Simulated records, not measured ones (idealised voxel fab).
process module | voxel air gaps
For reference, the cross-section in this document is cut, with width 185 nm and square cells of 5 nm.
A cross-section is written here as square cells arranged in a grid, and it is given in bands from the top down, each band taking up one or more rows of cells.
A band entry consists of two parts. The first gives the height of the band's top and the height of its bottom, in nm. The rest lists the band's materials from left to right, each with its width in nm. A single material labelled with the word "throughout" fills the band from edge to edge, and the word "blank" marks empty space.
Zero point of the height axis is 0; under it, received wafer = one material. Lowest band: continues down indefinitely, "0 and below".
Think of "30..40" as a width that walks from the first number to the second as you go down the band, top row to bottom row, taking equal-sized steps from row to row.
Take "no alterations made" at face value: in the step it is given for, the cross-section changed in none of its cells.
Closed-off voids of 8+ cells (no open route to the top) go in "Sealed-off cavities", written width x height at distance from the left edge, in nm.
Past the settings on a step's line: simulator remark, on that step.
A step line may carry the setting "overlay nm", which, for steps involving a mask, states the distance by which the mask lay to the right of its intended position; negative values denote displacement to the left.
What follows is a series of pairs. Each pair shows a cross-section before one process step and the cross-section after it, and the after view is drawn only down to the lowest band that changed. Beneath each pair is the step that lies between the two, with its settings. Pairs may come from different runs of this module on the same starting wafer, so a pair continues from the one above it only where its entry headed "Pre-step snapshot" says so.

[Pre-step snapshot]
  65 down to 45 | resist: 30 / blank: 20 / resist: 30 / blank: 20 / resist: 30 / blank: 20 / resist: 35
  45 down to 15 | SiO2: 30 / blank: 20 / SiO2: 30 / blank: 20 / SiO2: 30 / blank: 20 / SiO2: 35
  15 down to 10 | Ru throughout
  10 down to 0 | SiO2 throughout
  0 and below | Si throughout
  Sealed-off cavities: none

[Structure After Step]
  45 down to 15 | SiO2: 30 / blank: 20 / SiO2: 30 / blank: 20 / SiO2: 30 / blank: 20 / SiO2: 35
  Unchanged below 15.
  Sealed-off cavities: none
Can you say which step sits between the two cross-sections above? STRIP | etch materials resist

Pre-step snapshot: This step starts from the configuration shown after the step in the pair immediately above.

[Structure After Step]
  50 down to 45 | TiN: 35 / blank: 10 / TiN: 40 / blank: 10 / TiN: 40 / blank: 10 / TiN: 40
  45 down to 20 | SiO2: 30 / TiN: 5 / blank: 10 / TiN: 5 / SiO2: 30 / TiN: 5 / blank: 10 / TiN: 5 / SiO2: 30 / TiN: 5 / blank: 10 / TiN: 5 / SiO2: 35
  20 down to 15 | SiO2: 30 / TiN: 20 / SiO2: 30 / TiN: 20 / SiO2: 30 / TiN: 20 / SiO2: 35
  Unchanged below 15.
  Sealed-off cavities: none
Can you say which step sits between the two cross-sections above? CONFORMAL_DEP | material TiN | thk nm 5

Pre-step snapshot: This step starts from the configuration shown after the step in the pair immediately above.

[Structure After Step]
  55 down to 50 | Cu throughout
  50 down to 45 | TiN: 35 / Cu: 10 / TiN: 40 / Cu: 10 / TiN: 40 / Cu: 10 / TiN: 40
  45 down to 20 | SiO2: 30 / TiN: 5 / Cu: 10 / TiN: 5 / SiO2: 30 / TiN: 5 / Cu: 10 / TiN: 5 / SiO2: 30 / TiN: 5 / Cu: 10 / TiN: 5 / SiO2: 35
  Unchanged below 20.
  Sealed-off cavities: none
Can you say which step sits between the two cross-sections above? FILL_DEP | material Cu | thk nm 5

Pre-step snapshot: This step starts from the configuration shown after the step in the pair immediately above.

[Structure After Step]
  45 down to 20 | SiO2: 30 / TiN: 5 / Cu: 10 / TiN: 5 / SiO2: 30 / TiN: 5 / Cu: 10 / TiN: 5 / SiO2: 30 / TiN: 5 / Cu: 10 / TiN: 5 / SiO2: 35
  Unchanged below 20.
  Sealed-off cavities: none
Can you say which step sits between the two cross-sections above? CMP | height nm 45

Pre-step snapshot: This step starts from the configuration shown after the step in the pair immediately above.

[Structure After Step]
  55 down to 45 | blank: 20 / Ru: 40 / blank: 10 / Ru: 40 / blank: 10 / Ru: 40 / blank: 25
  Unchanged below 45.
  Sealed-off cavities: none
Can you say which step sits between the two cross-sections above? EPI | material Ru | thk nm 10

Pre-step snapshot: This step starts from the configuration shown after the step in the pair immediately above.

[Structure After Step]
  55 down to 45 | blank: 20 / Ru: 40 / blank: 10 / Ru: 40 / blank: 10 / Ru: 40 / blank: 25
  45 down to 20 | blank: 30 / TiN: 5 / Cu: 10 / TiN: 5 / blank: 30 / TiN: 5 / Cu: 10 / TiN: 5 / blank: 30 / TiN: 5 / Cu: 10 / TiN: 5 / blank: 35
  20 down to 15 | blank: 30 / TiN: 20 / blank: 30 / TiN: 20 / blank: 30 / TiN: 20 / blank: 35
  Unchanged below 15.
  Sealed-off cavities: none
Can you say which step sits between the two cross-sections above? SELECTIVE_ETCH | etch materials SiO2 | depth nm 40

Pre-step snapshot: This step starts from the configuration shown after the step in the pair immediately above.

[Structure After Step]
  60 down to 55 | blank: 15 / SiCN: 150 / blank: 20
  55 down to 45 | blank: 15 / SiCN: 5 / Ru: 40 / SiCN: 10 / Ru: 40 / SiCN: 10 / Ru: 40 / SiCN: 5 / blank: 20
  45 down to 40 | blank: 15 / SiCN: 15 / TiN: 5 / Cu: 10 / TiN: 5 / SiCN: 30 / TiN: 5 / Cu: 10 / TiN: 5 / SiCN: 30 / TiN: 5 / Cu: 10 / TiN: 5 / SiCN: 15 / blank: 20
  40 down to 20 | blank: 25 / SiCN: 5 / TiN: 5 / Cu: 10 / TiN: 5 / SiCN: 5 / blank: 20 / SiCN: 5 / TiN: 5 / Cu: 10 / TiN: 5 / SiCN: 5 / blank: 20 / SiCN: 5 / TiN: 5 / Cu: 10 / TiN: 5 / SiCN: 5 / blank: 30
  20 down to 15 | SiCN: 30 / TiN: 20 / SiCN: 30 / TiN: 20 / SiCN: 30 / TiN: 20 / SiCN: 35
  Unchanged below 15.
  Sealed-off cavities: 20 x 20 at 55; 20 x 20 at 105
Can you say which step sits between the two cross-sections above? CONFORMAL_DEP | material SiCN | thk nm 5

[Pre-step snapshot]
  45 down to 15 | SiO2 throughout
  15 down to 10 | SiCN throughout
  10 down to 0 | SiO2 throughout
  0 and below | Si throughout
  Sealed-off cavities: none

[Structure After Step]
  65 down to 45 | blank: 30 / resist: 20 / blank: 30 / resist: 20 / blank: 30 / resist: 20 / blank: 35
  Unchanged below 45.
  Sealed-off cavities: none
Can you say which step sits between the two cross-sections above? PATTERN | tone cover | mask id LINES | material resist | width nm 20 | pitch nm 50 | thk nm 20 | overlay nm 0

Pre-step snapshot: This step starts from the configuration shown after the step in the pair immediately above.

[Structure After Step]
  65 down to 45 | blank: 30 / resist: 20 / blank: 30 / resist: 20 / blank: 30 / resist: 20 / blank: 35
  45 down to 15 | blank: 30 / SiO2: 20 / blank: 30 / SiO2: 20 / blank: 30 / SiO2: 20 / blank: 35
  Unchanged below 15.
  Sealed-off cavities: none
Can you say which step sits between the two cross-sections above? DIRECTIONAL_ETCH | etch materials SiO2 | depth nm 30

Pre-step snapshot: This step starts from the configuration shown after the step in the pair immediately above.

[Structure After Step]
  45 down to 15 | blank: 30 / SiO2: 20 / blank: 30 / SiO2: 20 / blank: 30 / SiO2: 20 / blank: 35
  Unchanged below 15.
  Sealed-off cavities: none
Can you say which step sits between the two cross-sections above? STRIP | etch materials resist

Pre-step snapshot: This step starts from the configuration shown after the step in the pair immediately above.

[Structure After Step]
  50 down to 45 | blank: 25 / TiN: 30 / blank: 20 / TiN: 30 / blank: 20 / TiN: 30 / blank: 30
  45 down to 20 | blank: 25 / TiN: 5 / SiO2: 20 / TiN: 5 / blank: 20 / TiN: 5 / SiO2: 20 / TiN: 5 / blank: 20 / TiN: 5 / SiO2: 20 / TiN: 5 / blank: 30
  20 down to 15 | TiN: 30 / SiO2: 20 / TiN: 30 / SiO2: 20 / TiN: 30 / SiO2: 20 / TiN: 35
  Unchanged below 15.
  Sealed-off cavities: none
Can you say which step sits between the two cross-sections above? CONFORMAL_DEP | material TiN | thk nm 5

Pre-step snapshot: This step starts from the configuration shown after the step in the pair immediately above.

[Structure After Step]
  55 down to 50 | Cu throughout
  50 down to 45 | Cu: 25 / TiN: 30 / Cu: 20 / TiN: 30 / Cu: 20 / TiN: 30 / Cu: 30
  45 down to 20 | Cu: 25 / TiN: 5 / SiO2: 20 / TiN: 5 / Cu: 20 / TiN: 5 / SiO2: 20 / TiN: 5 / Cu: 20 / TiN: 5 / SiO2: 20 / TiN: 5 / Cu: 30
  Unchanged below 20.
  Sealed-off cavities: none
Can you say which step sits between the two cross-sections above? FILL_DEP | material Cu | thk nm 5

Pre-step snapshot: This step starts from the configuration shown after the step in the pair immediately above.

[Structure After Step]
  45 down to 20 | Cu: 25 / TiN: 5 / SiO2: 20 / TiN: 5 / Cu: 20 / TiN: 5 / SiO2: 20 / TiN: 5 / Cu: 20 / TiN: 5 / SiO2: 20 / TiN: 5 / Cu: 30
  Unchanged below 20.
  Sealed-off cavities: none
Can you say which step sits between the two cross-sections above? CMP | height nm 45

Pre-step snapshot: This step starts from the configuration shown after the step in the pair immediately above.

[Structure After Step]
  55 down to 45 | Ru throughout
  Unchanged below 45.
  Sealed-off cavities: none
Can you say which step sits between the two cross-sections above? EPI | material Ru | thk nm 10

Pre-step snapshot: This step starts from the configuration shown after the step in the pair immediately above.

[Structure After Step]
  60 down to 55 | SiCN throughout
  Unchanged below 55.
  Sealed-off cavities: none
Can you say which step sits between the two cross-sections above? CONFORMAL_DEP | material SiCN | thk nm 5
